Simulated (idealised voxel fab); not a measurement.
Process module, titled voxel wiring stack
Pictured: cross-section cut, 220 nm wide, on a grid of 5 nm square cells.
A cross-section in this document is a grid of square cells, and it is written down as bands, the top band listed before the ones below it; a band is made up of one or more rows of cells.
Quick guide to a band line: top height, bottom height (nm) up front; then every material left to right with its width in nm. Only one material and it's marked "throughout"? Then it fills the band edge to edge. And "blank" just means empty space.
Heights are expressed relative to 0, this being the level below which the as-received wafer comprises one material exclusively. The lowest band is unbounded in the downward direction and is denoted as in "z 0 and below".
You'd read "30->40" like this: the band's top row of cells is as wide as the first number, its bottom row is as wide as the second, and going down, every row changes width by the same amount as the row before did.
You'll sometimes find "nothing different" written for a step, and that's the way of saying that nowhere in the cross-section did a cell change during that step.
Entry "Enclosed voids". Content: empty spaces with no open connection to the top, size 8 cells or greater. Each: width x height at distance. Distance: from left edge. Unit: nm.
Anything after a step's settings on that line? It's the simulator's own note about the step.
If you see "overlay nm" on a step's line and that step has a mask, it's telling you how far right of where it was planned the mask ended up; a negative number means it went left instead.

The process steps that were planned are listed below:
step 1: RECEIVE, material Si
step 2: CONFORMAL_DEP, material SiO2, thk nm 15
step 3: CONFORMAL_DEP, material SiCN, thk nm 5
step 4: DIRECTIONAL_DEP, material lowk, thk nm 15
step 5: PATTERN, tone open, mask id METAL_1, material resist, width nm 25, pitch nm 45, thk nm 15, overlay nm 0
step 6: DIRECTIONAL_ETCH, etch materials lowk, depth nm 15
step 7: DIRECTIONAL_ETCH, etch materials SiCN, depth nm 5
step 8: STRIP, etch materials resist
step 9: CONFORMAL_DEP, material TiN, thk nm 5
step 10: FILL_DEP, material Cu, thk nm 10
step 11: CMP, height nm 35
step 12: EPI, material Ru, thk nm 5
step 13: FILL_DEP, material SiCN, thk nm 5
step 14: DIRECTIONAL_DEP, material lowk, thk nm 20
step 15: PATTERN, tone open, mask id PLUG_1, material resist, width nm 15, thk nm 20, overlay nm 0
step 16: DIRECTIONAL_ETCH, etch materials lowk, depth nm 20
step 17: DIRECTIONAL_ETCH, etch materials SiCN, depth nm 5
step 18: STRIP, etch materials resist
step 19: CONFORMAL_DEP, material TiN, thk nm 5
step 20: FILL_DEP, material Cu, thk nm 10
step 21: CMP, height nm 65
step 22: CONFORMAL_DEP, material SiCN, thk nm 5
step 23: DIRECTIONAL_DEP, material lowk, thk nm 20
step 24: PATTERN, tone open, mask id METAL_2, material resist, width nm 25, pitch nm 45, thk nm 15, overlay nm 0
step 25: DIRECTIONAL_ETCH, etch materials lowk, depth nm 20
step 26: DIRECTIONAL_ETCH, etch materials SiCN, depth nm 5
step 27: STRIP, etch materials resist
step 28: CONFORMAL_DEP, material TiN, thk nm 5
step 29: FILL_DEP, material Cu, thk nm 5
step 30: CMP, height nm 90
step 31: EPI, material Ru, thk nm 5
step 32: FILL_DEP, material SiCN, thk nm 5
step 33: DIRECTIONAL_DEP, material SiO2, thk nm 30
step 34: PATTERN, tone open, mask id METAL_3_HOLES, material resist, width nm 15, thk nm 20, overlay nm 0
step 35: DIRECTIONAL_ETCH, etch materials SiO2, depth nm 30
step 36: STRIP, etch materials resist
step 37: PATTERN, tone open, mask id METAL_3, material resist, width nm 25, pitch nm 45, thk nm 20, overlay nm 0
step 38: DIRECTIONAL_ETCH, etch materials SiO2, depth nm 15
step 39: DIRECTIONAL_ETCH, etch materials SiCN, depth nm 5
step 40: STRIP, etch materials resist
step 41: CONFORMAL_DEP, material TiN, thk nm 5
step 42: FILL_DEP, material Cu, thk nm 10
step 43: CMP, height nm 130
step 44: CONFORMAL_DEP, material SiCN, thk nm 5
step 45: DIRECTIONAL_DEP, material lowk, thk nm 30
step 46: PATTERN, tone open, mask id METAL_4, material resist, width nm 25, pitch nm 45, thk nm 15, overlay nm 0
step 47: DIRECTIONAL_ETCH, etch materials lowk, depth nm 15
step 48: STRIP, etch materials resist
step 49: PATTERN, tone open, mask id METAL_4_HOLES, material resist, width nm 15, pitch nm 45, thk nm 15, overlay nm 0
step 50: DIRECTIONAL_ETCH, etch materials lowk, depth nm 15
step 51: DIRECTIONAL_ETCH, etch materials SiCN, depth nm 5
step 52: STRIP, etch materials resist
step 53: CONFORMAL_DEP, material TiN, thk nm 5
step 54: FILL_DEP, material Cu, thk nm 5
step 55: CMP, height nm 165
step 56: CONFORMAL_DEP, material SiCN, thk nm 5

This is the cross-section of the wafer as we received it, i.e. after step 1:
    z 0 and below | Si throughout
    Enclosed voids: none

Here's the wafer cut in cross-section after the module, started and planned just like above, except one thing was done wrong in the run:
    z 170 to 165 | SiCN throughout
    z 165 to 155 | lowk 75 nm | TiN 5 nm | Cu 15 nm | TiN 5 nm | lowk 20 nm | TiN 5 nm | Cu 15 nm | TiN 5 nm | lowk 75 nm
    z 155 to 150 | lowk 75 nm | TiN 5 nm | Cu 5 nm | TiN 15 nm | lowk 20 nm | TiN 5 nm | Cu 5 nm | TiN 15 nm | lowk 75 nm
    z 150 to 135 | lowk 75 nm | TiN 5 nm | Cu 5 nm | TiN 5 nm | lowk 30 nm | TiN 5 nm | Cu 5 nm | TiN 5 nm | lowk 85 nm
    z 135 to 130 | SiCN 75 nm | TiN 15 nm | SiCN 30 nm | TiN 15 nm | SiCN 85 nm
    z 130 to 120 | SiO2 75 nm | TiN 5 nm | Cu 15 nm | TiN 5 nm | SiO2 20 nm | TiN 5 nm | Cu 15 nm | TiN 5 nm | SiO2 75 nm
    z 120 to 115 | SiO2 75 nm | TiN 5 nm | Cu 5 nm | TiN 15 nm | SiO2 20 nm | TiN 25 nm | SiO2 75 nm
    z 115 to 100 | SiO2 75 nm | TiN 5 nm | Cu 5 nm | TiN 5 nm | SiO2 130 nm
    z 100 to 95 | SiCN 75 nm | TiN 15 nm | SiCN 130 nm
    z 95 to 90 | SiCN 70 nm | Ru 35 nm | SiCN 10 nm | Ru 35 nm | SiCN 70 nm
    z 90 to 70 | lowk 75 nm | TiN 5 nm | Cu 15 nm | TiN 5 nm | lowk 20 nm | TiN 5 nm | Cu 15 nm | TiN 5 nm | lowk 75 nm
    z 70 to 65 | SiCN 75 nm | TiN 25 nm | SiCN 20 nm | TiN 25 nm | SiCN 75 nm
    z 65 to 45 | lowk 75 nm | TiN 5 nm | Cu 5 nm | TiN 5 nm | lowk 130 nm
    z 45 to 40 | SiCN 75 nm | TiN 15 nm | SiCN 130 nm
    z 40 to 35 | Ru 80 nm | SiCN 15 nm | Ru 30 nm | SiCN 15 nm | Ru 80 nm
    z 35 to 20 | Cu 70 nm | TiN 5 nm | lowk 25 nm | TiN 5 nm | Cu 10 nm | TiN 5 nm | lowk 25 nm | TiN 5 nm | Cu 70 nm
    z 20 to 15 | TiN 75 nm | SiCN 25 nm | TiN 20 nm | SiCN 25 nm | TiN 75 nm
    z 15 to 0 | SiO2 throughout
    z 0 and below | Si throughout
    Enclosed voids: none
Deviation from plan: heads up, step 5 didn't go per plan, it actually ran as PATTERN, tone cover, mask id METAL_1, material resist, width nm 25, pitch nm 45, thk nm 15, overlay nm 0
